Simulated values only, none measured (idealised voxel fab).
Name of the process module below: voxel double patterning
The cross-section on display is named cut; it measures 245 nm wide, and its cells are 5 nm squares.
Notation: cross-section as square-cell grid; stated in bands, top first, going down; one or more cell rows per band. For a band, the entry starts with two heights in nm, that of the top and then that of the bottom, and carries on with the band's materials in order from left to right, each alongside its width in nm; the word "everywhere" beside a single material means it fills the band edge to edge, and "blank" means empty space. The reference from which all heights are counted is 0, the level beneath which the as-received wafer is entirely one material; the lowest band, having no lower bound, proceeds downward and is written after the example "0..down". Width: "30..40" (first number = top row, second number = bottom row, same change from row to row of cells). Step marked "remains unaltered"? Then no cell in the cross-section changed in it. Closed-off voids of 8+ cells (no open route to the top) go in "Enclosed cavity list", written width x height at distance from the left edge, in nm. Note: text after step settings on the step line = simulator remark on that step. A step line may carry the setting "overlay nm", which, for steps involving a mask, states the distance by which the mask lay to the right of its intended position; negative values denote displacement to the left.

# The steps planned for the process are as follows
1: RECEIVE: material Si
2: CONFORMAL_DEP: material SiO2, thk nm 5
3: DIRECTIONAL_DEP: material polySi, thk nm 15
4: DIRECTIONAL_DEP: material SiN, thk nm 5
5: DIRECTIONAL_DEP: material aC, thk nm 10
6: PATTERN: tone open, mask id FIRST, material resist, width nm 15, pitch nm 50, thk nm 30, overlay nm 0
7: DIRECTIONAL_ETCH: etch materials aC, depth nm 10
8: STRIP: etch materials resist
9: DIRECTIONAL_ETCH: etch materials SiN, depth nm 5
10: STRIP: etch materials aC
11: PATTERN: tone open, mask id SECOND, material resist, width nm 15, thk nm 20, overlay nm 0
12: DIRECTIONAL_ETCH: etch materials SiN, depth nm 5
13: STRIP: etch materials resist
14: DIRECTIONAL_ETCH: etch materials polySi, depth nm 15
15: STRIP: etch materials SiN
Keep in mind the plan's value for the width nm of step 11 comes from the first wafer; the wafers don't share that setting, but they do share the same starting point.

# First of several wafers (as received, post step 1), cross-sectional view
    0..down  Si everywhere
    Enclosed cavity list: none

# Cross-sectional representation of the first of several wafers at the end of the module, i.e. after its terminal step, step 15
    20..5  90 polySi / 15 blank / 10 polySi / 15 blank / 10 polySi / 15 blank / 90 polySi
    5..0  SiO2 everywhere
    0..down  Si everywhere
    Enclosed cavity list: none

# Cross-section, module end, final of several wafers
    20..5  90 polySi / 15 blank / 5 polySi / 45 blank / 90 polySi
    5..0  SiO2 everywhere
    0..down  Si everywhere
    Enclosed cavity list: none

# Below is a per-wafer table. In it, each row describes the wafer at the end of the module by giving, for each material, the number of cells gained (+) or lost (-) since the wafer was received, and after that the closed voids of the wafer
width nm 15, +49 SiO2, +120 polySi, Enclosed cavity list: none
width nm 20, +49 SiO2, +117 polySi, Enclosed cavity list: none
width nm 25, +49 SiO2, +114 polySi, Enclosed cavity list: none
width nm 30, +49 SiO2, +111 polySi, Enclosed cavity list: none
